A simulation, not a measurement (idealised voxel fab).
process module | voxel capacitor over wiring
cross-section cut | 180 nm wide | cells 5 nm
A cross-section is a grid of square cells, given in bands from the top down. A band is one or more rows of cells.
Each band's line starts with the height of the band's top and of its bottom, in nm. Then come its materials from left to right, each with its width in nm. One material with "throughout" fills the band from edge to edge. "air" is empty space.
Height 0 is the level under which the wafer as received is all one material. The lowest band goes on downwards, as in "0 down".
A width such as "30 to 40" changes by the same amount from each row of cells to the next, from the band's top row to its bottom row.
"no change" after a step means that no cell of the cross-section changed.
closed voids: empty space of 8 cells or more with no open way to the top, each as width x height at its distance from the left edge, in nm
after a step's settings: what the simulator itself notes on the step
overlay nm, on a step with a mask: how far to the right of its planned place the mask lay; to the left if negative
plan
1 op RECEIVE | material Si
2 op CONFORMAL_DEP | material SiO2 | thk nm 15
3 op DIRECTIONAL_DEP | material TiN | thk nm 5
4 op DIRECTIONAL_DEP | material Ru | thk nm 20
5 op PATTERN | tone cover | mask id METAL_1 | material resist | width nm 25 | pitch nm 95 | thk nm 20 | overlay nm 0
6 op DIRECTIONAL_ETCH | etch materials Ru | depth nm 20
7 op DIRECTIONAL_ETCH | etch materials TiN | depth nm 5
8 op STRIP | etch materials resist
9 op CONFORMAL_DEP | material SiCN | thk nm 5
10 op FILL_DEP | material lowk | thk nm 5
11 op CMP | height nm 40
12 op CONFORMAL_DEP | material SiCN | thk nm 5
13 op DIRECTIONAL_DEP | material SiO2 | thk nm 10
14 op DIRECTIONAL_DEP | material aC | thk nm 15
15 op PATTERN | tone open | mask id PLUG_1 | material resist | width nm 15 | thk nm 35 | overlay nm 0
16 op DIRECTIONAL_ETCH | etch materials aC | depth nm 15
17 op STRIP | etch materials resist
18 op DIRECTIONAL_ETCH | etch materials SiO2 | depth nm 10
19 op DIRECTIONAL_ETCH | etch materials SiCN | depth nm 5
20 op STRIP | etch materials aC
21 op EPI | material Ru | thk nm 10
22 op EPI | material Ru | thk nm 5
23 op DIRECTIONAL_DEP | material TiN | thk nm 5
24 op DIRECTIONAL_DEP | material HfO2 | thk nm 5
25 op DIRECTIONAL_DEP | material TiN | thk nm 5
26 op DIRECTIONAL_DEP | material aC | thk nm 15
27 op PATTERN | tone cover | mask id UPPER_PLATE | material resist | width nm 75 | thk nm 30 | overlay nm 0
28 op DIRECTIONAL_ETCH | etch materials aC | depth nm 15
29 op STRIP | etch materials resist
30 op DIRECTIONAL_ETCH | etch materials TiN | depth nm 5
31 op DIRECTIONAL_ETCH | etch materials HfO2 | depth nm 5
32 op STRIP | etch materials aC
33 op DIRECTIONAL_DEP | material aC | thk nm 15
34 op PATTERN | tone cover | mask id LOWER_PLATE | material resist | width nm 85 | thk nm 35 | overlay nm 0
35 op DIRECTIONAL_ETCH | etch materials aC | depth nm 15
36 op STRIP | etch materials resist
37 op DIRECTIONAL_ETCH | etch materials TiN | depth nm 5
38 op STRIP | etch materials aC
39 op FILL_DEP | material SiO2 | thk nm 15
40 op CMP | height nm 80
41 op DIRECTIONAL_DEP | material aC | thk nm 10
42 op PATTERN | tone open | mask id PLUG_2 | material resist | width nm 15 | thk nm 30 | overlay nm 0
43 op DIRECTIONAL_ETCH | etch materials aC | depth nm 10
44 op STRIP | etch materials resist
45 op DIRECTIONAL_ETCH | etch materials SiO2 | depth nm 10
46 op STRIP | etch materials aC
47 op CONFORMAL_DEP | material TiN | thk nm 5
48 op FILL_DEP | material W | thk nm 10
49 op CMP | height nm 80
50 op CONFORMAL_DEP | material SiCN | thk nm 5
as received, after step 1
  0 down: Si throughout
  closed voids: none
a wafer at the end: this start, this plan, one mistake
  85 to 80: SiCN throughout
  80 to 75: SiO2 50 | TiN 5 | W 5 | TiN 5 | SiO2 115
  75 to 65: SiO2 50 to 40 | TiN 15 to 75 | SiO2 115 to 65
  65 to 60: SiO2 40 | HfO2 75 | SiO2 65
  60 to 55: SiO2 35 | TiN 85 | SiO2 60
  55 to 45: SiO2 40 | Ru 15 | SiO2 125
  45 to 40: SiCN 40 | Ru 15 | SiCN 125
  40 to 35: SiCN 30 | TiN 25 | SiCN 70 | TiN 25 | SiCN 30
  35 to 15: Ru throughout
  15 to 0: SiO2 throughout
  0 down: Si throughout
  closed voids: none
what went wrong: steps 3 and 4 were swapped
